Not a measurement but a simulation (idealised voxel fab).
The process module that follows is named voxel wiring stack.
For reference, the cross-section in this document is cut, with width 260 nm and square cells of 5 nm.
Just so we're on the same page, the cross-sections are grids of square cells, and they're listed out in bands top to bottom, each band one or more rows deep. This entry defines a band. It first specifies the height of the band's top and the height of its bottom in nm, and then specifies the band's materials from left to right, stating each material with its width in nm. The word "full width" identifies a single material that fills the band from edge to edge, while the word "empty" identifies empty space. The level at which height equals 0 is the one under which the wafer, as it arrives, is entirely one material. No lower edge exists for the bottom band, which continues downward and is notated as in "0 down". Graded width ("30->40"): value in top row of band = first number; value in bottom row = second number; row-to-row change constant. You'll sometimes find "nothing altered" written for a step, and that's the way of saying that nowhere in the cross-section did a cell change during that step. "Enclosed internal cavities": sealed empty spaces, 8 cells or more, no open way to top, listed width x height at distance, with distance from the left edge and width, height and distance in nm. Heads up: the bit after the settings on a step's line is the simulator's remark on that step. On any step carrying a mask, the "overlay nm" setting, if present on the step's line, tells how far right of its planned place the mask lay; negative values point to the left.

**The steps planned for the process are as follows**
1,op RECEIVE | material Si
2,op CONFORMAL_DEP | material SiO2 | thk nm 10
3,op CONFORMAL_DEP | material SiCN | thk nm 5
4,op DIRECTIONAL_DEP | material SiO2 | thk nm 25
5,op MASKED_ETCH | tone open | mask id METAL_1 | width nm 30 | pitch nm 55 | etch materials SiO2 | depth nm 25 | overlay nm 0
6,op MASKED_ETCH | tone open | mask id METAL_1 | width nm 30 | pitch nm 55 | etch materials SiCN | depth nm 5 | overlay nm 0
7,op CONFORMAL_DEP | material TiN | thk nm 5
8,op FILL_DEP | material Cu | thk nm 5
9,op CMP | height nm 40
10,op CONFORMAL_DEP | material SiCN | thk nm 5
11,op DIRECTIONAL_DEP | material SiO2 | thk nm 35
12,op PATTERN | tone open | mask id METAL_2_HOLES | material resist | width nm 15 | pitch nm 55 | thk nm 15 | overlay nm 0
13,op DIRECTIONAL_ETCH | etch materials SiO2 | depth nm 35
14,op STRIP | etch materials resist
15,op PATTERN | tone open | mask id METAL_2 | material resist | width nm 30 | pitch nm 55 | thk nm 20 | overlay nm 0
16,op DIRECTIONAL_ETCH | etch materials SiO2 | depth nm 20
17,op DIRECTIONAL_ETCH | etch materials SiCN | depth nm 5
18,op STRIP | etch materials resist
19,op CONFORMAL_DEP | material TiN | thk nm 5
20,op FILL_DEP | material Ru | thk nm 5
21,op CMP | height nm 80
22,op CONFORMAL_DEP | material SiCN | thk nm 5
23,op DIRECTIONAL_DEP | material SiO2 | thk nm 25
24,op PATTERN | tone open | mask id METAL_3 | material resist | width nm 30 | pitch nm 55 | thk nm 15 | overlay nm 0
25,op DIRECTIONAL_ETCH | etch materials SiO2 | depth nm 15
26,op STRIP | etch materials resist
27,op PATTERN | tone open | mask id METAL_3_HOLES | material resist | width nm 15 | pitch nm 55 | thk nm 20 | overlay nm 0
28,op DIRECTIONAL_ETCH | etch materials SiO2 | depth nm 10
29,op DIRECTIONAL_ETCH | etch materials SiCN | depth nm 5
30,op STRIP | etch materials resist
31,op CONFORMAL_DEP | material TiN | thk nm 5
32,op FILL_DEP | material Ru | thk nm 5
33,op CMP | height nm 110
34,op CONFORMAL_DEP | material SiCN | thk nm 5

**Run as planned: first of two wafers**

**Shown in cross-section is the wafer as received, that is, as it stands after step 1**
* 0 down = Si full width
* Enclosed internal cavities: none

**Cross-sectional representation of the wafer at the conclusion of step 2**
* 10 to 0 = SiO2 full width
* Below 0, the layers are the same as they were.

**Cross-sectional representation of the wafer at the conclusion of step 3**
* 15 to 10 = SiCN full width
* Below 10, the layers are the same as they were.

**Cross-sectional representation of the wafer at the conclusion of step 4**
* 40 to 15 = SiO2 full width
* Below 15, the layers are the same as they were.

**Cross-sectional representation of the wafer at the conclusion of step 5**
* 40 to 15 = SiO2 30 / empty 30 / SiO2 25 / empty 30 / SiO2 25 / empty 30 / SiO2 25 / empty 30 / SiO2 35
* Below 15, the layers are the same as they were.

**Cross-sectional representation of the wafer at the conclusion of step 6**
* 40 to 15 = SiO2 30 / empty 30 / SiO2 25 / empty 30 / SiO2 25 / empty 30 / SiO2 25 / empty 30 / SiO2 35
* 15 to 10 = SiCN 30 / empty 30 / SiCN 25 / empty 30 / SiCN 25 / empty 30 / SiCN 25 / empty 30 / SiCN 35
* Below 10, the layers are the same as they were.

**Cross-sectional representation of the wafer at the conclusion of step 7**
* 45 to 40 = TiN 35 / empty 20 / TiN 35 / empty 20 / TiN 35 / empty 20 / TiN 35 / empty 20 / TiN 40
* 40 to 15 = SiO2 30 / TiN 5 / empty 20 / TiN 5 / SiO2 25 / TiN 5 / empty 20 / TiN 5 / SiO2 25 / TiN 5 / empty 20 / TiN 5 / SiO2 25 / TiN 5 / empty 20 / TiN 5 / SiO2 35
* 15 to 10 = SiCN 30 / TiN 30 / SiCN 25 / TiN 30 / SiCN 25 / TiN 30 / SiCN 25 / TiN 30 / SiCN 35
* Below 10, the layers are the same as they were.

**Cross-sectional representation of the wafer at the conclusion of step 8**
* 50 to 45 = Cu full width
* 45 to 40 = TiN 35 / Cu 20 / TiN 35 / Cu 20 / TiN 35 / Cu 20 / TiN 35 / Cu 20 / TiN 40
* 40 to 15 = SiO2 30 / TiN 5 / Cu 20 / TiN 5 / SiO2 25 / TiN 5 / Cu 20 / TiN 5 / SiO2 25 / TiN 5 / Cu 20 / TiN 5 / SiO2 25 / TiN 5 / Cu 20 / TiN 5 / SiO2 35
* Below 15, the layers are the same as they were.

**Cross-sectional representation of the wafer at the conclusion of step 9**
* 40 to 15 = SiO2 30 / TiN 5 / Cu 20 / TiN 5 / SiO2 25 / TiN 5 / Cu 20 / TiN 5 / SiO2 25 / TiN 5 / Cu 20 / TiN 5 / SiO2 25 / TiN 5 / Cu 20 / TiN 5 / SiO2 35
* Below 15, the layers are the same as they were.

**Cross-sectional representation of the wafer at the conclusion of step 10**
* 45 to 40 = SiCN full width
* Below 40, the layers are the same as they were.

**Cross-sectional representation of the wafer at the conclusion of step 11**
* 80 to 45 = SiO2 full width
* Below 45, the layers are the same as they were.

**Cross-sectional representation of the wafer at the conclusion of step 12**
* 95 to 80 = resist 30 / empty 15 / resist 40 / empty 15 / resist 40 / empty 15 / resist 40 / empty 15 / resist 50
* Below 80, the layers are the same as they were.

**Cross-sectional representation of the wafer at the conclusion of step 13**
* 95 to 80 = resist 30 / empty 15 / resist 40 / empty 15 / resist 40 / empty 15 / resist 40 / empty 15 / resist 50
* 80 to 45 = SiO2 30 / empty 15 / SiO2 40 / empty 15 / SiO2 40 / empty 15 / SiO2 40 / empty 15 / SiO2 50
* Below 45, the layers are the same as they were.

**Cross-sectional representation of the wafer at the conclusion of step 14**
* 80 to 45 = SiO2 30 / empty 15 / SiO2 40 / empty 15 / SiO2 40 / empty 15 / SiO2 40 / empty 15 / SiO2 50
* Below 45, the layers are the same as they were.

**Cross-sectional representation of the wafer at the conclusion of step 15**
* 100 to 80 = resist 30 / empty 30 / resist 25 / empty 30 / resist 25 / empty 30 / resist 25 / empty 30 / resist 35
* Below 80, the layers are the same as they were.

**Cross-sectional representation of the wafer at the conclusion of step 16**
* 100 to 80 = resist 30 / empty 30 / resist 25 / empty 30 / resist 25 / empty 30 / resist 25 / empty 30 / resist 35
* 80 to 60 = SiO2 30 / empty 30 / SiO2 25 / empty 30 / SiO2 25 / empty 30 / SiO2 25 / empty 30 / SiO2 35
* Below 60, the layers are the same as they were.

**Cross-sectional representation of the wafer at the conclusion of step 17**
* 100 to 80 = resist 30 / empty 30 / resist 25 / empty 30 / resist 25 / empty 30 / resist 25 / empty 30 / resist 35
* 80 to 60 = SiO2 30 / empty 30 / SiO2 25 / empty 30 / SiO2 25 / empty 30 / SiO2 25 / empty 30 / SiO2 35
* 60 to 45 = SiO2 30 / empty 15 / SiO2 40 / empty 15 / SiO2 40 / empty 15 / SiO2 40 / empty 15 / SiO2 50
* 45 to 40 = SiCN 30 / empty 15 / SiCN 40 / empty 15 / SiCN 40 / empty 15 / SiCN 40 / empty 15 / SiCN 50
* Below 40, the layers are the same as they were.

**Cross-sectional representation of the wafer at the conclusion of step 18**
* 80 to 60 = SiO2 30 / empty 30 / SiO2 25 / empty 30 / SiO2 25 / empty 30 / SiO2 25 / empty 30 / SiO2 35
* Below 60, the layers are the same as they were.

**Cross-sectional representation of the wafer at the conclusion of step 19**
* 85 to 80 = TiN 35 / empty 20 / TiN 35 / empty 20 / TiN 35 / empty 20 / TiN 35 / empty 20 / TiN 40
* 80 to 65 = SiO2 30 / TiN 5 / empty 20 / TiN 5 / SiO2 25 / TiN 5 / empty 20 / TiN 5 / SiO2 25 / TiN 5 / empty 20 / TiN 5 / SiO2 25 / TiN 5 / empty 20 / TiN 5 / SiO2 35
* 65 to 60 = SiO2 30 / TiN 5 / empty 5 / TiN 20 / SiO2 25 / TiN 5 / empty 5 / TiN 20 / SiO2 25 / TiN 5 / empty 5 / TiN 20 / SiO2 25 / TiN 5 / empty 5 / TiN 20 / SiO2 35
* 60 to 45 = SiO2 30 / TiN 5 / empty 5 / TiN 5 / SiO2 40 / TiN 5 / empty 5 / TiN 5 / SiO2 40 / TiN 5 / empty 5 / TiN 5 / SiO2 40 / TiN 5 / empty 5 / TiN 5 / SiO2 50
* 45 to 40 = SiCN 30 / TiN 15 / SiCN 40 / TiN 15 / SiCN 40 / TiN 15 / SiCN 40 / TiN 15 / SiCN 50
* Below 40, the layers are the same as they were.

**Cross-sectional representation of the wafer at the conclusion of step 20**
* 90 to 85 = Ru full width
* 85 to 80 = TiN 35 / Ru 20 / TiN 35 / Ru 20 / TiN 35 / Ru 20 / TiN 35 / Ru 20 / TiN 40
* 80 to 65 = SiO2 30 / TiN 5 / Ru 20 / TiN 5 / SiO2 25 / TiN 5 / Ru 20 / TiN 5 / SiO2 25 / TiN 5 / Ru 20 / TiN 5 / SiO2 25 / TiN 5 / Ru 20 / TiN 5 / SiO2 35
* 65 to 60 = SiO2 30 / TiN 5 / Ru 5 / TiN 20 / SiO2 25 / TiN 5 / Ru 5 / TiN 20 / SiO2 25 / TiN 5 / Ru 5 / TiN 20 / SiO2 25 / TiN 5 / Ru 5 / TiN 20 / SiO2 35
* 60 to 45 = SiO2 30 / TiN 5 / Ru 5 / TiN 5 / SiO2 40 / TiN 5 / Ru 5 / TiN 5 / SiO2 40 / TiN 5 / Ru 5 / TiN 5 / SiO2 40 / TiN 5 / Ru 5 / TiN 5 / SiO2 50
* Below 45, the layers are the same as they were.

**Cross-sectional representation of the wafer at the conclusion of step 21**
* 80 to 65 = SiO2 30 / TiN 5 / Ru 20 / TiN 5 / SiO2 25 / TiN 5 / Ru 20 / TiN 5 / SiO2 25 / TiN 5 / Ru 20 / TiN 5 / SiO2 25 / TiN 5 / Ru 20 / TiN 5 / SiO2 35
* Below 65, the layers are the same as they were.

**Cross-sectional representation of the wafer at the conclusion of step 22**
* 85 to 80 = SiCN full width
* Below 80, the layers are the same as they were.

**Cross-sectional representation of the wafer at the conclusion of step 23**
* 110 to 85 = SiO2 full width
* Below 85, the layers are the same as they were.

**Cross-sectional representation of the wafer at the conclusion of step 24**
* 125 to 110 = resist 30 / empty 30 / resist 25 / empty 30 / resist 25 / empty 30 / resist 25 / empty 30 / resist 35
* Below 110, the layers are the same as they were.

**Cross-sectional representation of the wafer at the conclusion of step 25**
* 125 to 110 = resist 30 / empty 30 / resist 25 / empty 30 / resist 25 / empty 30 / resist 25 / empty 30 / resist 35
* 110 to 95 = SiO2 30 / empty 30 / SiO2 25 / empty 30 / SiO2 25 / empty 30 / SiO2 25 / empty 30 / SiO2 35
* Below 95, the layers are the same as they were.

**Cross-sectional representation of the wafer at the conclusion of step 26**
* 110 to 95 = SiO2 30 / empty 30 / SiO2 25 / empty 30 / SiO2 25 / empty 30 / SiO2 25 / empty 30 / SiO2 35
* Below 95, the layers are the same as they were.

**Cross-sectional representation of the wafer at the conclusion of step 27**
* 130 to 110 = resist 30 / empty 15 / resist 40 / empty 15 / resist 40 / empty 15 / resist 40 / empty 15 / resist 50
* 110 to 95 = SiO2 30 / empty 15 / resist 15 / SiO2 25 / empty 15 / resist 15 / SiO2 25 / empty 15 / resist 15 / SiO2 25 / empty 15 / resist 15 / SiO2 35
* Below 95, the layers are the same as they were.

**Cross-sectional representation of the wafer at the conclusion of step 28**
* 130 to 110 = resist 30 / empty 15 / resist 40 / empty 15 / resist 40 / empty 15 / resist 40 / empty 15 / resist 50
* 110 to 95 = SiO2 30 / empty 15 / resist 15 / SiO2 25 / empty 15 / resist 15 / SiO2 25 / empty 15 / resist 15 / SiO2 25 / empty 15 / resist 15 / SiO2 35
* 95 to 85 = SiO2 30 / empty 15 / SiO2 40 / empty 15 / SiO2 40 / empty 15 / SiO2 40 / empty 15 / SiO2 50
* Below 85, the layers are the same as they were.

**Cross-sectional representation of the wafer at the conclusion of step 29**
* 130 to 110 = resist 30 / empty 15 / resist 40 / empty 15 / resist 40 / empty 15 / resist 40 / empty 15 / resist 50
* 110 to 95 = SiO2 30 / empty 15 / resist 15 / SiO2 25 / empty 15 / resist 15 / SiO2 25 / empty 15 / resist 15 / SiO2 25 / empty 15 / resist 15 / SiO2 35
* 95 to 85 = SiO2 30 / empty 15 / SiO2 40 / empty 15 / SiO2 40 / empty 15 / SiO2 40 / empty 15 / SiO2 50
* 85 to 80 = SiCN 30 / empty 15 / SiCN 40 / empty 15 / SiCN 40 / empty 15 / SiCN 40 / empty 15 / SiCN 50
* Below 80, the layers are the same as they were.

**Cross-sectional representation of the wafer at the conclusion of step 30**
* 110 to 95 = SiO2 30 / empty 30 / SiO2 25 / empty 30 / SiO2 25 / empty 30 / SiO2 25 / empty 30 / SiO2 35
* Below 95, the layers are the same as they were.

**Cross-sectional representation of the wafer at the conclusion of step 31**
* 115 to 110 = TiN 35 / empty 20 / TiN 35 / empty 20 / TiN 35 / empty 20 / TiN 35 / empty 20 / TiN 40
* 110 to 100 = SiO2 30 / TiN 5 / empty 20 / TiN 5 / SiO2 25 / TiN 5 / empty 20 / TiN 5 / SiO2 25 / TiN 5 / empty 20 / TiN 5 / SiO2 25 / TiN 5 / empty 20 / TiN 5 / SiO2 35
* 100 to 95 = SiO2 30 / TiN 5 / empty 5 / TiN 20 / SiO2 25 / TiN 5 / empty 5 / TiN 20 / SiO2 25 / TiN 5 / empty 5 / TiN 20 / SiO2 25 / TiN 5 / empty 5 / TiN 20 / SiO2 35
* 95 to 85 = SiO2 30 / TiN 5 / empty 5 / TiN 5 / SiO2 40 / TiN 5 / empty 5 / TiN 5 / SiO2 40 / TiN 5 / empty 5 / TiN 5 / SiO2 40 / TiN 5 / empty 5 / TiN 5 / SiO2 50
* 85 to 80 = SiCN 30 / TiN 15 / SiCN 40 / TiN 15 / SiCN 40 / TiN 15 / SiCN 40 / TiN 15 / SiCN 50
* Below 80, the layers are the same as they were.

**Cross-sectional representation of the wafer at the conclusion of step 32**
* 120 to 115 = Ru full width
* 115 to 110 = TiN 35 / Ru 20 / TiN 35 / Ru 20 / TiN 35 / Ru 20 / TiN 35 / Ru 20 / TiN 40
* 110 to 100 = SiO2 30 / TiN 5 / Ru 20 / TiN 5 / SiO2 25 / TiN 5 / Ru 20 / TiN 5 / SiO2 25 / TiN 5 / Ru 20 / TiN 5 / SiO2 25 / TiN 5 / Ru 20 / TiN 5 / SiO2 35
* 100 to 95 = SiO2 30 / TiN 5 / Ru 5 / TiN 20 / SiO2 25 / TiN 5 / Ru 5 / TiN 20 / SiO2 25 / TiN 5 / Ru 5 / TiN 20 / SiO2 25 / TiN 5 / Ru 5 / TiN 20 / SiO2 35
* 95 to 85 = SiO2 30 / TiN 5 / Ru 5 / TiN 5 / SiO2 40 / TiN 5 / Ru 5 / TiN 5 / SiO2 40 / TiN 5 / Ru 5 / TiN 5 / SiO2 40 / TiN 5 / Ru 5 / TiN 5 / SiO2 50
* Below 85, the layers are the same as they were.

**Cross-sectional representation of the wafer at the conclusion of step 33**
* 110 to 100 = SiO2 30 / TiN 5 / Ru 20 / TiN 5 / SiO2 25 / TiN 5 / Ru 20 / TiN 5 / SiO2 25 / TiN 5 / Ru 20 / TiN 5 / SiO2 25 / TiN 5 / Ru 20 / TiN 5 / SiO2 35
* Below 100, the layers are the same as they were.

**Cross-sectional representation of the wafer at the conclusion of step 34**
* 115 to 110 = SiCN full width
* Below 110, the layers are the same as they were.

**Wafer two of two - same starting point, same process plan, one mistake in execution; matches wafer one up to and including step 3**

**Cross-sectional representation of the second wafer at the time designated in the plan for the completion of step 4**
* 30 to 15 = SiO2 full width
* Below 15, the layers are the same as they were.

**Cross-sectional representation of the second wafer at the time designated in the plan for the completion of step 5**
* 30 to 15 = SiO2 30 / empty 30 / SiO2 25 / empty 30 / SiO2 25 / empty 30 / SiO2 25 / empty 30 / SiO2 35
* Below 15, the layers are the same as they were.

**Cross-sectional representation of the second wafer at the time designated in the plan for the completion of step 6**
* 30 to 15 = SiO2 30 / empty 30 / SiO2 25 / empty 30 / SiO2 25 / empty 30 / SiO2 25 / empty 30 / SiO2 35
* 15 to 10 = SiCN 30 / empty 30 / SiCN 25 / empty 30 / SiCN 25 / empty 30 / SiCN 25 / empty 30 / SiCN 35
* Below 10, the layers are the same as they were.

**Cross-sectional representation of the second wafer at the time designated in the plan for the completion of step 7**
* 35 to 30 = TiN 35 / empty 20 / TiN 35 / empty 20 / TiN 35 / empty 20 / TiN 35 / empty 20 / TiN 40
* 30 to 15 = SiO2 30 / TiN 5 / empty 20 / TiN 5 / SiO2 25 / TiN 5 / empty 20 / TiN 5 / SiO2 25 / TiN 5 / empty 20 / TiN 5 / SiO2 25 / TiN 5 / empty 20 / TiN 5 / SiO2 35
* 15 to 10 = SiCN 30 / TiN 30 / SiCN 25 / TiN 30 / SiCN 25 / TiN 30 / SiCN 25 / TiN 30 / SiCN 35
* Below 10, the layers are the same as they were.

**Cross-sectional representation of the second wafer at the time designated in the plan for the completion of step 8**
* 40 to 35 = Cu full width
* 35 to 30 = TiN 35 / Cu 20 / TiN 35 / Cu 20 / TiN 35 / Cu 20 / TiN 35 / Cu 20 / TiN 40
* 30 to 15 = SiO2 30 / TiN 5 / Cu 20 / TiN 5 / SiO2 25 / TiN 5 / Cu 20 / TiN 5 / SiO2 25 / TiN 5 / Cu 20 / TiN 5 / SiO2 25 / TiN 5 / Cu 20 / TiN 5 / SiO2 35
* Below 15, the layers are the same as they were.

Cross-sectional representation of the second wafer at the time designated in the plan for the completion of step 9: nothing altered

**Cross-sectional representation of the second wafer at the time designated in the plan for the completion of step 10**
* 45 to 40 = SiCN full width
* Below 40, the layers are the same as they were.

**Cross-sectional representation of the second wafer at the time designated in the plan for the completion of step 11**
* 80 to 45 = SiO2 full width
* Below 45, the layers are the same as they were.

**Cross-sectional representation of the second wafer at the time designated in the plan for the completion of step 12**
* 95 to 80 = resist 30 / empty 15 / resist 40 / empty 15 / resist 40 / empty 15 / resist 40 / empty 15 / resist 50
* Below 80, the layers are the same as they were.

**Cross-sectional representation of the second wafer at the time designated in the plan for the completion of step 13**
* 95 to 80 = resist 30 / empty 15 / resist 40 / empty 15 / resist 40 / empty 15 / resist 40 / empty 15 / resist 50
* 80 to 45 = SiO2 30 / empty 15 / SiO2 40 / empty 15 / SiO2 40 / empty 15 / SiO2 40 / empty 15 / SiO2 50
* Below 45, the layers are the same as they were.

**Cross-sectional representation of the second wafer at the time designated in the plan for the completion of step 14**
* 80 to 45 = SiO2 30 / empty 15 / SiO2 40 / empty 15 / SiO2 40 / empty 15 / SiO2 40 / empty 15 / SiO2 50
* Below 45, the layers are the same as they were.

**Cross-sectional representation of the second wafer at the time designated in the plan for the completion of step 15**
* 100 to 80 = resist 30 / empty 30 / resist 25 / empty 30 / resist 25 / empty 30 / resist 25 / empty 30 / resist 35
* Below 80, the layers are the same as they were.

**Cross-sectional representation of the second wafer at the time designated in the plan for the completion of step 16**
* 100 to 80 = resist 30 / empty 30 / resist 25 / empty 30 / resist 25 / empty 30 / resist 25 / empty 30 / resist 35
* 80 to 60 = SiO2 30 / empty 30 / SiO2 25 / empty 30 / SiO2 25 / empty 30 / SiO2 25 / empty 30 / SiO2 35
* Below 60, the layers are the same as they were.

**Cross-sectional representation of the second wafer at the time designated in the plan for the completion of step 17**
* 100 to 80 = resist 30 / empty 30 / resist 25 / empty 30 / resist 25 / empty 30 / resist 25 / empty 30 / resist 35
* 80 to 60 = SiO2 30 / empty 30 / SiO2 25 / empty 30 / SiO2 25 / empty 30 / SiO2 25 / empty 30 / SiO2 35
* 60 to 45 = SiO2 30 / empty 15 / SiO2 40 / empty 15 / SiO2 40 / empty 15 / SiO2 40 / empty 15 / SiO2 50
* 45 to 40 = SiCN 30 / empty 15 / SiCN 40 / empty 15 / SiCN 40 / empty 15 / SiCN 40 / empty 15 / SiCN 50
* Below 40, the layers are the same as they were.

**Cross-sectional representation of the second wafer at the time designated in the plan for the completion of step 18**
* 80 to 60 = SiO2 30 / empty 30 / SiO2 25 / empty 30 / SiO2 25 / empty 30 / SiO2 25 / empty 30 / SiO2 35
* Below 60, the layers are the same as they were.

**Cross-sectional representation of the second wafer at the time designated in the plan for the completion of step 19**
* 85 to 80 = TiN 35 / empty 20 / TiN 35 / empty 20 / TiN 35 / empty 20 / TiN 35 / empty 20 / TiN 40
* 80 to 65 = SiO2 30 / TiN 5 / empty 20 / TiN 5 / SiO2 25 / TiN 5 / empty 20 / TiN 5 / SiO2 25 / TiN 5 / empty 20 / TiN 5 / SiO2 25 / TiN 5 / empty 20 / TiN 5 / SiO2 35
* 65 to 60 = SiO2 30 / TiN 5 / empty 5 / TiN 20 / SiO2 25 / TiN 5 / empty 5 / TiN 20 / SiO2 25 / TiN 5 / empty 5 / TiN 20 / SiO2 25 / TiN 5 / empty 5 / TiN 20 / SiO2 35
* 60 to 45 = SiO2 30 / TiN 5 / empty 5 / TiN 5 / SiO2 40 / TiN 5 / empty 5 / TiN 5 / SiO2 40 / TiN 5 / empty 5 / TiN 5 / SiO2 40 / TiN 5 / empty 5 / TiN 5 / SiO2 50
* 45 to 40 = SiCN 30 / TiN 15 / SiCN 40 / TiN 15 / SiCN 40 / TiN 15 / SiCN 40 / TiN 15 / SiCN 50
* Below 40, the layers are the same as they were.

**Cross-sectional representation of the second wafer at the time designated in the plan for the completion of step 20**
* 90 to 85 = Ru full width
* 85 to 80 = TiN 35 / Ru 20 / TiN 35 / Ru 20 / TiN 35 / Ru 20 / TiN 35 / Ru 20 / TiN 40
* 80 to 65 = SiO2 30 / TiN 5 / Ru 20 / TiN 5 / SiO2 25 / TiN 5 / Ru 20 / TiN 5 / SiO2 25 / TiN 5 / Ru 20 / TiN 5 / SiO2 25 / TiN 5 / Ru 20 / TiN 5 / SiO2 35
* 65 to 60 = SiO2 30 / TiN 5 / Ru 5 / TiN 20 / SiO2 25 / TiN 5 / Ru 5 / TiN 20 / SiO2 25 / TiN 5 / Ru 5 / TiN 20 / SiO2 25 / TiN 5 / Ru 5 / TiN 20 / SiO2 35
* 60 to 45 = SiO2 30 / TiN 5 / Ru 5 / TiN 5 / SiO2 40 / TiN 5 / Ru 5 / TiN 5 / SiO2 40 / TiN 5 / Ru 5 / TiN 5 / SiO2 40 / TiN 5 / Ru 5 / TiN 5 / SiO2 50
* Below 45, the layers are the same as they were.

**Cross-sectional representation of the second wafer at the time designated in the plan for the completion of step 21**
* 80 to 65 = SiO2 30 / TiN 5 / Ru 20 / TiN 5 / SiO2 25 / TiN 5 / Ru 20 / TiN 5 / SiO2 25 / TiN 5 / Ru 20 / TiN 5 / SiO2 25 / TiN 5 / Ru 20 / TiN 5 / SiO2 35
* Below 65, the layers are the same as they were.

**Cross-sectional representation of the second wafer at the time designated in the plan for the completion of step 22**
* 85 to 80 = SiCN full width
* Below 80, the layers are the same as they were.

**Cross-sectional representation of the second wafer at the time designated in the plan for the completion of step 23**
* 110 to 85 = SiO2 full width
* Below 85, the layers are the same as they were.

**Cross-sectional representation of the second wafer at the time designated in the plan for the completion of step 24**
* 125 to 110 = resist 30 / empty 30 / resist 25 / empty 30 / resist 25 / empty 30 / resist 25 / empty 30 / resist 35
* Below 110, the layers are the same as they were.

**Cross-sectional representation of the second wafer at the time designated in the plan for the completion of step 25**
* 125 to 110 = resist 30 / empty 30 / resist 25 / empty 30 / resist 25 / empty 30 / resist 25 / empty 30 / resist 35
* 110 to 95 = SiO2 30 / empty 30 / SiO2 25 / empty 30 / SiO2 25 / empty 30 / SiO2 25 / empty 30 / SiO2 35
* Below 95, the layers are the same as they were.

**Cross-sectional representation of the second wafer at the time designated in the plan for the completion of step 26**
* 110 to 95 = SiO2 30 / empty 30 / SiO2 25 / empty 30 / SiO2 25 / empty 30 / SiO2 25 / empty 30 / SiO2 35
* Below 95, the layers are the same as they were.

**Cross-sectional representation of the second wafer at the time designated in the plan for the completion of step 27**
* 130 to 110 = resist 30 / empty 15 / resist 40 / empty 15 / resist 40 / empty 15 / resist 40 / empty 15 / resist 50
* 110 to 95 = SiO2 30 / empty 15 / resist 15 / SiO2 25 / empty 15 / resist 15 / SiO2 25 / empty 15 / resist 15 / SiO2 25 / empty 15 / resist 15 / SiO2 35
* Below 95, the layers are the same as they were.

**Cross-sectional representation of the second wafer at the time designated in the plan for the completion of step 28**
* 130 to 110 = resist 30 / empty 15 / resist 40 / empty 15 / resist 40 / empty 15 / resist 40 / empty 15 / resist 50
* 110 to 95 = SiO2 30 / empty 15 / resist 15 / SiO2 25 / empty 15 / resist 15 / SiO2 25 / empty 15 / resist 15 / SiO2 25 / empty 15 / resist 15 / SiO2 35
* 95 to 85 = SiO2 30 / empty 15 / SiO2 40 / empty 15 / SiO2 40 / empty 15 / SiO2 40 / empty 15 / SiO2 50
* Below 85, the layers are the same as they were.

**Cross-sectional representation of the second wafer at the time designated in the plan for the completion of step 29**
* 130 to 110 = resist 30 / empty 15 / resist 40 / empty 15 / resist 40 / empty 15 / resist 40 / empty 15 / resist 50
* 110 to 95 = SiO2 30 / empty 15 / resist 15 / SiO2 25 / empty 15 / resist 15 / SiO2 25 / empty 15 / resist 15 / SiO2 25 / empty 15 / resist 15 / SiO2 35
* 95 to 85 = SiO2 30 / empty 15 / SiO2 40 / empty 15 / SiO2 40 / empty 15 / SiO2 40 / empty 15 / SiO2 50
* 85 to 80 = SiCN 30 / empty 15 / SiCN 40 / empty 15 / SiCN 40 / empty 15 / SiCN 40 / empty 15 / SiCN 50
* Below 80, the layers are the same as they were.

**Cross-sectional representation of the second wafer at the time designated in the plan for the completion of step 30**
* 110 to 95 = SiO2 30 / empty 30 / SiO2 25 / empty 30 / SiO2 25 / empty 30 / SiO2 25 / empty 30 / SiO2 35
* Below 95, the layers are the same as they were.

**Cross-sectional representation of the second wafer at the time designated in the plan for the completion of step 31**
* 115 to 110 = TiN 35 / empty 20 / TiN 35 / empty 20 / TiN 35 / empty 20 / TiN 35 / empty 20 / TiN 40
* 110 to 100 = SiO2 30 / TiN 5 / empty 20 / TiN 5 / SiO2 25 / TiN 5 / empty 20 / TiN 5 / SiO2 25 / TiN 5 / empty 20 / TiN 5 / SiO2 25 / TiN 5 / empty 20 / TiN 5 / SiO2 35
* 100 to 95 = SiO2 30 / TiN 5 / empty 5 / TiN 20 / SiO2 25 / TiN 5 / empty 5 / TiN 20 / SiO2 25 / TiN 5 / empty 5 / TiN 20 / SiO2 25 / TiN 5 / empty 5 / TiN 20 / SiO2 35
* 95 to 85 = SiO2 30 / TiN 5 / empty 5 / TiN 5 / SiO2 40 / TiN 5 / empty 5 / TiN 5 / SiO2 40 / TiN 5 / empty 5 / TiN 5 / SiO2 40 / TiN 5 / empty 5 / TiN 5 / SiO2 50
* 85 to 80 = SiCN 30 / TiN 15 / SiCN 40 / TiN 15 / SiCN 40 / TiN 15 / SiCN 40 / TiN 15 / SiCN 50
* Below 80, the layers are the same as they were.

**Cross-sectional representation of the second wafer at the time designated in the plan for the completion of step 32**
* 120 to 115 = Ru full width
* 115 to 110 = TiN 35 / Ru 20 / TiN 35 / Ru 20 / TiN 35 / Ru 20 / TiN 35 / Ru 20 / TiN 40
* 110 to 100 = SiO2 30 / TiN 5 / Ru 20 / TiN 5 / SiO2 25 / TiN 5 / Ru 20 / TiN 5 / SiO2 25 / TiN 5 / Ru 20 / TiN 5 / SiO2 25 / TiN 5 / Ru 20 / TiN 5 / SiO2 35
* 100 to 95 = SiO2 30 / TiN 5 / Ru 5 / TiN 20 / SiO2 25 / TiN 5 / Ru 5 / TiN 20 / SiO2 25 / TiN 5 / Ru 5 / TiN 20 / SiO2 25 / TiN 5 / Ru 5 / TiN 20 / SiO2 35
* 95 to 85 = SiO2 30 / TiN 5 / Ru 5 / TiN 5 / SiO2 40 / TiN 5 / Ru 5 / TiN 5 / SiO2 40 / TiN 5 / Ru 5 / TiN 5 / SiO2 40 / TiN 5 / Ru 5 / TiN 5 / SiO2 50
* Below 85, the layers are the same as they were.

**Cross-sectional representation of the second wafer at the time designated in the plan for the completion of step 33**
* 110 to 100 = SiO2 30 / TiN 5 / Ru 20 / TiN 5 / SiO2 25 / TiN 5 / Ru 20 / TiN 5 / SiO2 25 / TiN 5 / Ru 20 / TiN 5 / SiO2 25 / TiN 5 / Ru 20 / TiN 5 / SiO2 35
* Below 100, the layers are the same as they were.

**Cross-sectional representation of the second wafer at the time designated in the plan for the completion of step 34**
* 115 to 110 = SiCN full width
* Below 110, the layers are the same as they were.
Error vs. plan: rather than as planned, step 4 actually ran as op DIRECTIONAL_DEP | material SiO2 | thk nm 15
Final cells, second wafer relative to first, materials higher or lower: +36 Cu; -56 SiO2; +20 TiN
